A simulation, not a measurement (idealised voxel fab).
process module | voxel spacer lines
cross-section cut | 150 nm wide | cells 5 nm
A cross-section is a grid of square cells, given in bands from the top down. A band is one or more rows of cells.
Each band's line starts with the height of the band's top and of its bottom, in nm. Then come its materials from left to right, each with its width in nm. One material with "throughout" fills the band from edge to edge. "air" is empty space.
Height 0 is the level under which the wafer as received is all one material. The lowest band goes on downwards, as in "0 down".
A width such as "30 to 40" changes by the same amount from each row of cells to the next, from the band's top row to its bottom row.
"no change" after a step means that no cell of the cross-section changed.
closed voids: empty space of 8 cells or more with no open way to the top, each as width x height at its distance from the left edge, in nm
after a step's settings: what the simulator itself notes on the step
overlay nm, on a step with a mask: how far to the right of its planned place the mask lay; to the left if negative
plan
1 op RECEIVE | material Si
2 op CONFORMAL_DEP | material Al2O3 | thk nm 5
3 op DIRECTIONAL_DEP | material W | thk nm 10
4 op DIRECTIONAL_DEP | material polySi | thk nm 20
5 op PATTERN | tone cover | mask id MANDREL | material resist | width nm 15 | pitch nm 50 | thk nm 25 | overlay nm 0
6 op DIRECTIONAL_ETCH | etch materials polySi | depth nm 20
7 op STRIP | etch materials resist
8 op CONFORMAL_DEP | material SiN | thk nm 10
9 op DIRECTIONAL_ETCH | etch materials SiN | depth nm 10
10 op STRIP | etch materials polySi
11 op DIRECTIONAL_ETCH | etch materials W | depth nm 10
12 op STRIP | etch materials SiN
13 op FILL_DEP | material SiO2 | thk nm 5
14 op CMP | height nm 15
first wafer, as planned
as received, after step 1
  0 down: Si throughout
  closed voids: none
after step 2
  5 to 0: Al2O3 throughout
  below 0: unchanged
after step 3
  15 to 5: W throughout
  below 5: unchanged
after step 4
  35 to 15: polySi throughout
  below 15: unchanged
after step 5
  60 to 35: air 40 | resist 15 | air 35 | resist 15 | air 45
  below 35: unchanged
after step 6
  60 to 35: air 40 | resist 15 | air 35 | resist 15 | air 45
  35 to 15: air 40 | polySi 15 | air 35 | polySi 15 | air 45
  below 15: unchanged
after step 7
  35 to 15: air 40 | polySi 15 | air 35 | polySi 15 | air 45
  below 15: unchanged
after step 8
  45 to 35: air 30 | SiN 35 | air 15 | SiN 35 | air 35
  35 to 25: air 30 | SiN 10 | polySi 15 | SiN 10 | air 15 | SiN 10 | polySi 15 | SiN 10 | air 35
  25 to 15: SiN 40 | polySi 15 | SiN 35 | polySi 15 | SiN 45
  below 15: unchanged
after step 9
  35 to 15: air 30 | SiN 10 | polySi 15 | SiN 10 | air 15 | SiN 10 | polySi 15 | SiN 10 | air 35
  below 15: unchanged
after step 10
  35 to 15: air 30 | SiN 10 | air 15 | SiN 10 | air 15 | SiN 10 | air 15 | SiN 10 | air 35
  below 15: unchanged
after step 11
  35 to 15: air 30 | SiN 10 | air 15 | SiN 10 | air 15 | SiN 10 | air 15 | SiN 10 | air 35
  15 to 5: air 30 | W 10 | air 15 | W 10 | air 15 | W 10 | air 15 | W 10 | air 35
  below 5: unchanged
after step 12
  15 to 5: air 30 | W 10 | air 15 | W 10 | air 15 | W 10 | air 15 | W 10 | air 35
  below 5: unchanged
after step 13
  20 to 15: SiO2 throughout
  15 to 5: SiO2 30 | W 10 | SiO2 15 | W 10 | SiO2 15 | W 10 | SiO2 15 | W 10 | SiO2 35
  below 5: unchanged
after step 14
  15 to 5: SiO2 30 | W 10 | SiO2 15 | W 10 | SiO2 15 | W 10 | SiO2 15 | W 10 | SiO2 35
  below 5: unchanged
second wafer: like start, like plan, one mistake. Through step 4 it matches the first wafer
when step 5 should have ended
  60 to 35: air 45 | resist 15 | air 35 | resist 15 | air 40
  below 35: unchanged
when step 6 should have ended
  60 to 35: air 45 | resist 15 | air 35 | resist 15 | air 40
  35 to 15: air 45 | polySi 15 | air 35 | polySi 15 | air 40
  below 15: unchanged
when step 7 should have ended
  35 to 15: air 45 | polySi 15 | air 35 | polySi 15 | air 40
  below 15: unchanged
when step 8 should have ended
  45 to 35: air 35 | SiN 35 | air 15 | SiN 35 | air 30
  35 to 25: air 35 | SiN 10 | polySi 15 | SiN 10 | air 15 | SiN 10 | polySi 15 | SiN 10 | air 30
  25 to 15: SiN 45 | polySi 15 | SiN 35 | polySi 15 | SiN 40
  below 15: unchanged
when step 9 should have ended
  35 to 15: air 35 | SiN 10 | polySi 15 | SiN 10 | air 15 | SiN 10 | polySi 15 | SiN 10 | air 30
  below 15: unchanged
when step 10 should have ended
  35 to 15: air 35 | SiN 10 | air 15 | SiN 10 | air 15 | SiN 10 | air 15 | SiN 10 | air 30
  below 15: unchanged
when step 11 should have ended
  35 to 15: air 35 | SiN 10 | air 15 | SiN 10 | air 15 | SiN 10 | air 15 | SiN 10 | air 30
  15 to 5: air 35 | W 10 | air 15 | W 10 | air 15 | W 10 | air 15 | W 10 | air 30
  below 5: unchanged
when step 12 should have ended
  15 to 5: air 35 | W 10 | air 15 | W 10 | air 15 | W 10 | air 15 | W 10 | air 30
  below 5: unchanged
when step 13 should have ended
  20 to 15: SiO2 throughout
  15 to 5: SiO2 35 | W 10 | SiO2 15 | W 10 | SiO2 15 | W 10 | SiO2 15 | W 10 | SiO2 30
  below 5: unchanged
when step 14 should have ended
  15 to 5: SiO2 35 | W 10 | SiO2 15 | W 10 | SiO2 15 | W 10 | SiO2 15 | W 10 | SiO2 30
  below 5: unchanged
what went wrong: step 5 ran as: op PATTERN | tone cover | mask id MANDREL | material resist | width nm 15 | pitch nm 50 | thk nm 25 | overlay nm 5
at the end the second wafer has, in cells: as many of each material as the first, in other places
